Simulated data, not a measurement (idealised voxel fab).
process module | voxel ribs on slabs
cross-section cut | 235 nm wide | cells 5 nm
A cross-section is a grid of square cells, given in bands from the top down. A band is one or more rows of cells.
Each band's line starts with the height of the band's top and of its bottom, in nm. Then come its materials from left to right, each with its width in nm. One material with "throughout" fills the band from edge to edge. "air" is empty space.
Height 0 is the level under which the wafer as received is all one material. The lowest band goes on downwards, as in "0 down".
A width such as "30 to 40" changes by the same amount from each row of cells to the next, from the band's top row to its bottom row.
"no change" after a step means that no cell of the cross-section changed.
closed voids: empty space of 8 cells or more with no open way to the top, each as width x height at its distance from the left edge, in nm
after a step's settings: what the simulator itself notes on the step
overlay nm, on a step with a mask: how far to the right of its planned place the mask lay; to the left if negative
plan
1 op RECEIVE | material Si
2 op DIRECTIONAL_DEP | material SiO2 | thk nm 20
3 op DIRECTIONAL_DEP | material polySi | thk nm 15
4 op DIRECTIONAL_DEP | material aC | thk nm 15
5 op PATTERN | tone cover | mask id RIB | material resist | width nm 20 | thk nm 30 | overlay nm 0
6 op DIRECTIONAL_ETCH | etch materials aC | depth nm 15
7 op STRIP | etch materials resist
8 op DIRECTIONAL_ETCH | etch materials polySi | depth nm 5
9 op STRIP | etch materials aC
10 op MASKED_ETCH | tone cover | mask id SLAB | width nm 80 | etch materials polySi | depth nm 10 | overlay nm 0
11 op FILL_DEP | material SiO2 | thk nm 30
12 op CMP | height nm 55
13 op DIRECTIONAL_DEP | material W | thk nm 5
14 op DIRECTIONAL_DEP | material aC | thk nm 15
15 op PATTERN | tone cover | mask id HEATER | material resist | width nm 40 | thk nm 30 | overlay nm 0
16 op DIRECTIONAL_ETCH | etch materials aC | depth nm 15
17 op STRIP | etch materials resist
18 op DIRECTIONAL_ETCH | etch materials W | depth nm 5
19 op STRIP | etch materials aC
20 op CONFORMAL_DEP | material SiO2 | thk nm 5
varied across the wafers: width nm of step 5. The plan shows the first wafer's value. All wafers start alike
first wafer as received, after step 1
  0 down: Si throughout
  closed voids: none
first wafer at the end, after step 20
  65 to 60: air 90 | SiO2 50 | air 95
  60 to 55: SiO2 95 | W 40 | SiO2 100
  55 to 35: SiO2 throughout
  35 to 30: SiO2 105 | polySi 20 | SiO2 110
  30 to 20: SiO2 75 | polySi 80 | SiO2 80
  20 to 0: SiO2 throughout
  0 down: Si throughout
  closed voids: none
last wafer at the end
  65 to 60: air 90 | SiO2 50 | air 95
  60 to 55: SiO2 95 | W 40 | SiO2 100
  55 to 35: SiO2 throughout
  35 to 30: SiO2 95 | polySi 45 | SiO2 95
  30 to 20: SiO2 75 | polySi 80 | SiO2 80
  20 to 0: SiO2 throughout
  0 down: Si throughout
  closed voids: none
each wafer at the end: cells of each material gained (+) or lost (-) since it was received, then its closed voids
width nm 20 | +530 SiO2 | +8 W | +36 polySi | closed voids: none
width nm 25 | +529 SiO2 | +8 W | +37 polySi | closed voids: none
width nm 30 | +528 SiO2 | +8 W | +38 polySi | closed voids: none
width nm 35 | +527 SiO2 | +8 W | +39 polySi | closed voids: none
width nm 40 | +526 SiO2 | +8 W | +40 polySi | closed voids: none
width nm 45 | +525 SiO2 | +8 W | +41 polySi | closed voids: none
